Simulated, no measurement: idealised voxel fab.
The name of this process module is voxel self aligned contacts.
cross-section cut | 220 nm wide | cells 5 nm
When this document writes out a cross-section, it uses a grid of square cells and lists it as bands, beginning at the top and moving down, with a band standing for one or more rows of cells.
Heights first: top, then bottom, in nm. Then materials, left to right, each with a width in nm. "full width" on a single material: fills the band edge to edge. "blank": empty space.
The level at which height equals 0 is the one under which the wafer, as it arrives, is entirely one material. No lower edge exists for the bottom band, which continues downward and is notated as in "from 0 down".
Think of "30..40" as a width that walks from the first number to the second as you go down the band, top row to bottom row, taking equal-sized steps from row to row.
"stayed the same" for a step: no cell of the cross-section changed in that step.
"Closed voids list" enumerates empty spaces isolated from the top, with no open way to it, that contain at least 8 cells, giving each as width x height at distance from the left edge, all three in nm.
On a step's line, text after the settings is the simulator commenting on that step.
overlay nm: on a step with a mask, how far right of its planned place the mask lay; negative means left.

**So here's the lineup of process steps we planned**
1: RECEIVE [material Si]
2: OXIDIZE [depth nm 5]
3: DIRECTIONAL_DEP [material polySi] [thk nm 30]
4: DIRECTIONAL_DEP [material SiN] [thk nm 25]
5: PATTERN [tone cover] [mask id GATE] [material resist] [width nm 30] [pitch nm 70] [thk nm 15] [overlay nm 0]
6: DIRECTIONAL_ETCH [etch materials SiN] [depth nm 25]
7: DIRECTIONAL_ETCH [etch materials polySi] [depth nm 30]
8: STRIP [etch materials resist]
9: CONFORMAL_DEP [material SiN] [thk nm 10]
10: DIRECTIONAL_ETCH [etch materials SiN] [depth nm 10]
11: FILL_DEP [material SiO2] [thk nm 15]
12: CMP [height nm 60]
13: PATTERN [tone open] [mask id CONTACT] [material resist] [width nm 50] [pitch nm 70] [thk nm 15] [overlay nm 0]
14: DIRECTIONAL_ETCH [etch materials SiO2] [depth nm 65]
15: STRIP [etch materials resist]
16: CONFORMAL_DEP [material TiN] [thk nm 5]
17: FILL_DEP [material W] [thk nm 10]
18: CMP [height nm 60]
19: CONFORMAL_DEP [material SiN] [thk nm 5]

**So, the first of our two wafers, run just as we planned it**

**This is the cross-section of the wafer as we received it, i.e. after step 1**
    from 0 down  Si full width
    Closed voids list: none

**Cross-section of the wafer subsequent to step 2**
    from 0 to -5  SiO2 full width
    Note: structure below -5 unchanged.

**Cross-section of the wafer subsequent to step 3**
    from 30 to 0  polySi full width
    Note: structure below 0 unchanged.

**Cross-section of the wafer subsequent to step 4**
    from 55 to 30  SiN full width
    Note: structure below 30 unchanged.

**Cross-section of the wafer subsequent to step 5**
    from 70 to 55  25 nm blank; 30 nm resist; 40 nm blank; 30 nm resist; 40 nm blank; 30 nm resist; 25 nm blank
    Note: structure below 55 unchanged.

**Cross-section of the wafer subsequent to step 6**
    from 70 to 55  25 nm blank; 30 nm resist; 40 nm blank; 30 nm resist; 40 nm blank; 30 nm resist; 25 nm blank
    from 55 to 30  25 nm blank; 30 nm SiN; 40 nm blank; 30 nm SiN; 40 nm blank; 30 nm SiN; 25 nm blank
    Note: structure below 30 unchanged.

**Cross-section of the wafer subsequent to step 7**
    from 70 to 55  25 nm blank; 30 nm resist; 40 nm blank; 30 nm resist; 40 nm blank; 30 nm resist; 25 nm blank
    from 55 to 30  25 nm blank; 30 nm SiN; 40 nm blank; 30 nm SiN; 40 nm blank; 30 nm SiN; 25 nm blank
    from 30 to 0  25 nm blank; 30 nm polySi; 40 nm blank; 30 nm polySi; 40 nm blank; 30 nm polySi; 25 nm blank
    Note: structure below 0 unchanged.

**Cross-section of the wafer subsequent to step 8**
    from 55 to 30  25 nm blank; 30 nm SiN; 40 nm blank; 30 nm SiN; 40 nm blank; 30 nm SiN; 25 nm blank
    Note: structure below 30 unchanged.

**Cross-section of the wafer subsequent to step 9**
    from 65 to 30  15 nm blank; 50 nm SiN; 20 nm blank; 50 nm SiN; 20 nm blank; 50 nm SiN; 15 nm blank
    from 30 to 10  15 nm blank; 10 nm SiN; 30 nm polySi; 10 nm SiN; 20 nm blank; 10 nm SiN; 30 nm polySi; 10 nm SiN; 20 nm blank; 10 nm SiN; 30 nm polySi; 10 nm SiN; 15 nm blank
    from 10 to 0  25 nm SiN; 30 nm polySi; 40 nm SiN; 30 nm polySi; 40 nm SiN; 30 nm polySi; 25 nm SiN
    Note: structure below 0 unchanged.

**Cross-section of the wafer subsequent to step 10**
    from 55 to 30  15 nm blank; 50 nm SiN; 20 nm blank; 50 nm SiN; 20 nm blank; 50 nm SiN; 15 nm blank
    from 30 to 0  15 nm blank; 10 nm SiN; 30 nm polySi; 10 nm SiN; 20 nm blank; 10 nm SiN; 30 nm polySi; 10 nm SiN; 20 nm blank; 10 nm SiN; 30 nm polySi; 10 nm SiN; 15 nm blank
    Note: structure below 0 unchanged.

**Cross-section of the wafer subsequent to step 11**
    from 70 to 55  SiO2 full width
    from 55 to 30  15 nm SiO2; 50 nm SiN; 20 nm SiO2; 50 nm SiN; 20 nm SiO2; 50 nm SiN; 15 nm SiO2
    from 30 to 0  15 nm SiO2; 10 nm SiN; 30 nm polySi; 10 nm SiN; 20 nm SiO2; 10 nm SiN; 30 nm polySi; 10 nm SiN; 20 nm SiO2; 10 nm SiN; 30 nm polySi; 10 nm SiN; 15 nm SiO2
    Note: structure below 0 unchanged.

**Cross-section of the wafer subsequent to step 12**
    from 60 to 55  SiO2 full width
    Note: structure below 55 unchanged.

**Cross-section of the wafer subsequent to step 13**
    from 75 to 60  50 nm resist; 50 nm blank; 20 nm resist; 50 nm blank; 50 nm resist
    Note: structure below 60 unchanged.

**Cross-section of the wafer subsequent to step 14**
    from 75 to 60  50 nm resist; 50 nm blank; 20 nm resist; 50 nm blank; 50 nm resist
    from 60 to 55  50 nm SiO2; 50 nm blank; 20 nm SiO2; 50 nm blank; 50 nm SiO2
    from 55 to 30  15 nm SiO2; 50 nm SiN; 20 nm blank; 50 nm SiN; 20 nm blank; 50 nm SiN; 15 nm SiO2
    from 30 to 0  15 nm SiO2; 10 nm SiN; 30 nm polySi; 10 nm SiN; 20 nm blank; 10 nm SiN; 30 nm polySi; 10 nm SiN; 20 nm blank; 10 nm SiN; 30 nm polySi; 10 nm SiN; 15 nm SiO2
    from 0 to -5  65 nm SiO2; 20 nm blank; 50 nm SiO2; 20 nm blank; 65 nm SiO2
    Note: structure below -5 unchanged.

**Cross-section of the wafer subsequent to step 15**
    from 60 to 55  50 nm SiO2; 50 nm blank; 20 nm SiO2; 50 nm blank; 50 nm SiO2
    Note: structure below 55 unchanged.

**Cross-section of the wafer subsequent to step 16**
    from 65 to 60  55 nm TiN; 40 nm blank; 30 nm TiN; 40 nm blank; 55 nm TiN
    from 60 to 55  50 nm SiO2; 20 nm TiN; 10 nm blank; 20 nm TiN; 20 nm SiO2; 20 nm TiN; 10 nm blank; 20 nm TiN; 50 nm SiO2
    from 55 to 30  15 nm SiO2; 50 nm SiN; 5 nm TiN; 10 nm blank; 5 nm TiN; 50 nm SiN; 5 nm TiN; 10 nm blank; 5 nm TiN; 50 nm SiN; 15 nm SiO2
    from 30 to 0  15 nm SiO2; 10 nm SiN; 30 nm polySi; 10 nm SiN; 5 nm TiN; 10 nm blank; 5 nm TiN; 10 nm SiN; 30 nm polySi; 10 nm SiN; 5 nm TiN; 10 nm blank; 5 nm TiN; 10 nm SiN; 30 nm polySi; 10 nm SiN; 15 nm SiO2
    from 0 to -5  65 nm SiO2; 20 nm TiN; 50 nm SiO2; 20 nm TiN; 65 nm SiO2
    Note: structure below -5 unchanged.

**Cross-section of the wafer subsequent to step 17**
    from 75 to 65  W full width
    from 65 to 60  55 nm TiN; 40 nm W; 30 nm TiN; 40 nm W; 55 nm TiN
    from 60 to 55  50 nm SiO2; 20 nm TiN; 10 nm W; 20 nm TiN; 20 nm SiO2; 20 nm TiN; 10 nm W; 20 nm TiN; 50 nm SiO2
    from 55 to 30  15 nm SiO2; 50 nm SiN; 5 nm TiN; 10 nm W; 5 nm TiN; 50 nm SiN; 5 nm TiN; 10 nm W; 5 nm TiN; 50 nm SiN; 15 nm SiO2
    from 30 to 0  15 nm SiO2; 10 nm SiN; 30 nm polySi; 10 nm SiN; 5 nm TiN; 10 nm W; 5 nm TiN; 10 nm SiN; 30 nm polySi; 10 nm SiN; 5 nm TiN; 10 nm W; 5 nm TiN; 10 nm SiN; 30 nm polySi; 10 nm SiN; 15 nm SiO2
    Note: structure below 0 unchanged.

**Cross-section of the wafer subsequent to step 18**
    from 60 to 55  50 nm SiO2; 20 nm TiN; 10 nm W; 20 nm TiN; 20 nm SiO2; 20 nm TiN; 10 nm W; 20 nm TiN; 50 nm SiO2
    Note: structure below 55 unchanged.

**Cross-section of the wafer subsequent to step 19**
    from 65 to 60  SiN full width
    Note: structure below 60 unchanged.

**Second wafer, same starting conditions and recipe as the first, one mistake in executing it, nothing differs from the first up to and including step 4**

**At the planned end of step 5, the second wafer in cross-section**
    from 70 to 55  25 nm blank; 35 nm resist; 35 nm blank; 35 nm resist; 35 nm blank; 35 nm resist; 20 nm blank
    Note: structure below 55 unchanged.

**At the planned end of step 6, the second wafer in cross-section**
    from 70 to 55  25 nm blank; 35 nm resist; 35 nm blank; 35 nm resist; 35 nm blank; 35 nm resist; 20 nm blank
    from 55 to 30  25 nm blank; 35 nm SiN; 35 nm blank; 35 nm SiN; 35 nm blank; 35 nm SiN; 20 nm blank
    Note: structure below 30 unchanged.

**At the planned end of step 7, the second wafer in cross-section**
    from 70 to 55  25 nm blank; 35 nm resist; 35 nm blank; 35 nm resist; 35 nm blank; 35 nm resist; 20 nm blank
    from 55 to 30  25 nm blank; 35 nm SiN; 35 nm blank; 35 nm SiN; 35 nm blank; 35 nm SiN; 20 nm blank
    from 30 to 0  25 nm blank; 35 nm polySi; 35 nm blank; 35 nm polySi; 35 nm blank; 35 nm polySi; 20 nm blank
    Note: structure below 0 unchanged.

**At the planned end of step 8, the second wafer in cross-section**
    from 55 to 30  25 nm blank; 35 nm SiN; 35 nm blank; 35 nm SiN; 35 nm blank; 35 nm SiN; 20 nm blank
    Note: structure below 30 unchanged.

**At the planned end of step 9, the second wafer in cross-section**
    from 65 to 30  15 nm blank; 55 nm SiN; 15 nm blank; 55 nm SiN; 15 nm blank; 55 nm SiN; 10 nm blank
    from 30 to 10  15 nm blank; 10 nm SiN; 35 nm polySi; 10 nm SiN; 15 nm blank; 10 nm SiN; 35 nm polySi; 10 nm SiN; 15 nm blank; 10 nm SiN; 35 nm polySi; 10 nm SiN; 10 nm blank
    from 10 to 0  25 nm SiN; 35 nm polySi; 35 nm SiN; 35 nm polySi; 35 nm SiN; 35 nm polySi; 20 nm SiN
    Note: structure below 0 unchanged.

**At the planned end of step 10, the second wafer in cross-section**
    from 55 to 30  15 nm blank; 55 nm SiN; 15 nm blank; 55 nm SiN; 15 nm blank; 55 nm SiN; 10 nm blank
    from 30 to 0  15 nm blank; 10 nm SiN; 35 nm polySi; 10 nm SiN; 15 nm blank; 10 nm SiN; 35 nm polySi; 10 nm SiN; 15 nm blank; 10 nm SiN; 35 nm polySi; 10 nm SiN; 10 nm blank
    Note: structure below 0 unchanged.

**At the planned end of step 11, the second wafer in cross-section**
    from 70 to 55  SiO2 full width
    from 55 to 30  15 nm SiO2; 55 nm SiN; 15 nm SiO2; 55 nm SiN; 15 nm SiO2; 55 nm SiN; 10 nm SiO2
    from 30 to 0  15 nm SiO2; 10 nm SiN; 35 nm polySi; 10 nm SiN; 15 nm SiO2; 10 nm SiN; 35 nm polySi; 10 nm SiN; 15 nm SiO2; 10 nm SiN; 35 nm polySi; 10 nm SiN; 10 nm SiO2
    Note: structure below 0 unchanged.

**At the planned end of step 12, the second wafer in cross-section**
    from 60 to 55  SiO2 full width
    Note: structure below 55 unchanged.

**At the planned end of step 13, the second wafer in cross-section**
    from 75 to 60  50 nm resist; 50 nm blank; 20 nm resist; 50 nm blank; 50 nm resist
    Note: structure below 60 unchanged.

**At the planned end of step 14, the second wafer in cross-section**
    from 75 to 60  50 nm resist; 50 nm blank; 20 nm resist; 50 nm blank; 50 nm resist
    from 60 to 55  50 nm SiO2; 50 nm blank; 20 nm SiO2; 50 nm blank; 50 nm SiO2
    from 55 to 30  15 nm SiO2; 55 nm SiN; 15 nm blank; 55 nm SiN; 15 nm blank; 55 nm SiN; 10 nm SiO2
    from 30 to 0  15 nm SiO2; 10 nm SiN; 35 nm polySi; 10 nm SiN; 15 nm blank; 10 nm SiN; 35 nm polySi; 10 nm SiN; 15 nm blank; 10 nm SiN; 35 nm polySi; 10 nm SiN; 10 nm SiO2
    from 0 to -5  70 nm SiO2; 15 nm blank; 55 nm SiO2; 15 nm blank; 65 nm SiO2
    Note: structure below -5 unchanged.

**At the planned end of step 15, the second wafer in cross-section**
    from 60 to 55  50 nm SiO2; 50 nm blank; 20 nm SiO2; 50 nm blank; 50 nm SiO2
    Note: structure below 55 unchanged.

**At the planned end of step 16, the second wafer in cross-section**
    from 65 to 60  55 nm TiN; 40 nm blank; 30 nm TiN; 40 nm blank; 55 nm TiN
    from 60 to 55  50 nm SiO2; 25 nm TiN; 5 nm blank; 20 nm TiN; 20 nm SiO2; 25 nm TiN; 5 nm blank; 20 nm TiN; 50 nm SiO2
    from 55 to 30  15 nm SiO2; 55 nm SiN; 5 nm TiN; 5 nm blank; 5 nm TiN; 55 nm SiN; 5 nm TiN; 5 nm blank; 5 nm TiN; 55 nm SiN; 10 nm SiO2
    from 30 to 0  15 nm SiO2; 10 nm SiN; 35 nm polySi; 10 nm SiN; 5 nm TiN; 5 nm blank; 5 nm TiN; 10 nm SiN; 35 nm polySi; 10 nm SiN; 5 nm TiN; 5 nm blank; 5 nm TiN; 10 nm SiN; 35 nm polySi; 10 nm SiN; 10 nm SiO2
    from 0 to -5  70 nm SiO2; 15 nm TiN; 55 nm SiO2; 15 nm TiN; 65 nm SiO2
    Note: structure below -5 unchanged.

**At the planned end of step 17, the second wafer in cross-section**
    from 75 to 65  W full width
    from 65 to 60  55 nm TiN; 40 nm W; 30 nm TiN; 40 nm W; 55 nm TiN
    from 60 to 55  50 nm SiO2; 25 nm TiN; 5 nm W; 20 nm TiN; 20 nm SiO2; 25 nm TiN; 5 nm W; 20 nm TiN; 50 nm SiO2
    from 55 to 30  15 nm SiO2; 55 nm SiN; 5 nm TiN; 5 nm W; 5 nm TiN; 55 nm SiN; 5 nm TiN; 5 nm W; 5 nm TiN; 55 nm SiN; 10 nm SiO2
    from 30 to 0  15 nm SiO2; 10 nm SiN; 35 nm polySi; 10 nm SiN; 5 nm TiN; 5 nm W; 5 nm TiN; 10 nm SiN; 35 nm polySi; 10 nm SiN; 5 nm TiN; 5 nm W; 5 nm TiN; 10 nm SiN; 35 nm polySi; 10 nm SiN; 10 nm SiO2
    Note: structure below 0 unchanged.

**At the planned end of step 18, the second wafer in cross-section**
    from 60 to 55  50 nm SiO2; 25 nm TiN; 5 nm W; 20 nm TiN; 20 nm SiO2; 25 nm TiN; 5 nm W; 20 nm TiN; 50 nm SiO2
    Note: structure below 55 unchanged.

**At the planned end of step 19, the second wafer in cross-section**
    from 65 to 60  SiN full width
    Note: structure below 60 unchanged.
Run error: step 5 was processed under conditions differing from the plan, specifically as PATTERN [tone cover] [mask id GATE] [material resist] [width nm 35] [pitch nm 70] [thk nm 15] [overlay nm 0]
Final cells, second wafer relative to first, materials higher or lower: 15 more of SiN, 9 fewer of SiO2, 24 fewer of W, 18 more of polySi
